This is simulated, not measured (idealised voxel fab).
The name of this process module is voxel lift off.
Shown is cross-section cut, with a width of 285 nm and square cells of size 5 nm.
We lay out every cross-section as a grid of square cells and spell it out in bands from the top down, where one band means one or more rows of cells.
It is stipulated that each band's entry specify, in nanometres, the height of the top of the band and then that of its bottom, followed by the materials of the band in left-to-right sequence, each together with its width in nanometres. A single material marked by the word "throughout" is understood to fill the band from edge to edge; the word "air" is understood to denote empty space.
Beneath 0, the wafer as received is one material, and that level is where height counting begins. The lowest band goes on downward without a bottom; it is written like "0 -> down".
Graded width ("30->40"): value in top row of band = first number; value in bottom row = second number; row-to-row change constant.
Given "identical to before" for a step, no cell of the cross-section differs between before and after that step.
"Closed void listing" - sealed voids, min. 8 cells, no opening to top; format: width x height at distance (distance from left edge; nm throughout).
Whatever follows a step's settings on its line is a remark the simulator itself makes about that step.
The optional step-line setting "overlay nm" applies to steps with a mask and quantifies how far to the right of its planned location the mask lay, a negative value indicating leftward placement.
# Planned step list for the process
| 1 | RECEIVE | material Si |
| 2 | CONFORMAL_DEP | material SiO2 | thk nm 15 |
| 3 | PATTERN | tone open | mask id LINES | material resist | width nm 20 | pitch nm 35 | thk nm 30 | overlay nm 0 |
| 4 | DIRECTIONAL_DEP | material Ru | thk nm 15 |
| 5 | STRIP | etch materials resist |
| 6 | CONFORMAL_DEP | material SiN | thk nm 10 |
# The following pertains to the first of two wafers, which was processed as planned
# as received, after step 1
    0 -> down | Si throughout
    Closed void listing: none
# After step 2: wafer cross-section
    15 -> 0 | SiO2 throughout
    All layers under 0 are left as they were.
# After step 3: wafer cross-section
    45 -> 15 | 95 of resist  20 of air  15 of resist  20 of air  15 of resist  20 of air  100 of resist
    All layers under 15 are left as they were.
# After step 4: wafer cross-section
    60 -> 45 | 95 of Ru  20 of air  15 of Ru  20 of air  15 of Ru  20 of air  100 of Ru
    45 -> 30 | 95 of resist  20 of air  15 of resist  20 of air  15 of resist  20 of air  100 of resist
    30 -> 15 | 95 of resist  20 of Ru  15 of resist  20 of Ru  15 of resist  20 of Ru  100 of resist
    All layers under 15 are left as they were.
# After step 5: wafer cross-section
    30 -> 15 | 95 of air  20 of Ru  15 of air  20 of Ru  15 of air  20 of Ru  100 of air
    All layers under 15 are left as they were.
# After step 6: wafer cross-section
    40 -> 30 | 85 of air  110 of SiN  90 of air
    30 -> 25 | 85 of air  10 of SiN  20 of Ru  15 of SiN  20 of Ru  15 of SiN  20 of Ru  10 of SiN  90 of air
    25 -> 15 | 95 of SiN  20 of Ru  15 of SiN  20 of Ru  15 of SiN  20 of Ru  100 of SiN
    All layers under 15 are left as they were.
# Okay, second wafer. Nothing different at the start, nothing different in the plan, just one mistake somewhere in the running. As far as step 2, counting that step, it's the first wafer all over again
# Second wafer, sectioned view, at step 3's planned end time
    45 -> 15 | 85 of resist  20 of air  15 of resist  20 of air  15 of resist  20 of air  110 of resist
    All layers under 15 are left as they were.
# Second wafer, sectioned view, at step 4's planned end time
    60 -> 45 | 85 of Ru  20 of air  15 of Ru  20 of air  15 of Ru  20 of air  110 of Ru
    45 -> 30 | 85 of resist  20 of air  15 of resist  20 of air  15 of resist  20 of air  110 of resist
    30 -> 15 | 85 of resist  20 of Ru  15 of resist  20 of Ru  15 of resist  20 of Ru  110 of resist
    All layers under 15 are left as they were.
# Second wafer, sectioned view, at step 5's planned end time
    30 -> 15 | 85 of air  20 of Ru  15 of air  20 of Ru  15 of air  20 of Ru  110 of air
    All layers under 15 are left as they were.
# Second wafer, sectioned view, at step 6's planned end time
    40 -> 30 | 75 of air  110 of SiN  100 of air
    30 -> 25 | 75 of air  10 of SiN  20 of Ru  15 of SiN  20 of Ru  15 of SiN  20 of Ru  10 of SiN  100 of air
    25 -> 15 | 85 of SiN  20 of Ru  15 of SiN  20 of Ru  15 of SiN  20 of Ru  110 of SiN
    All layers under 15 are left as they were.
Error vs. plan: for step 3, the planned setting was not used; the step was instead run as PATTERN | tone open | mask id LINES | material resist | width nm 20 | pitch nm 35 | thk nm 30 | overlay nm -10
Comparing end states, the material composition by cell count is preserved from the first wafer to the second, while the locations of the cells are not.
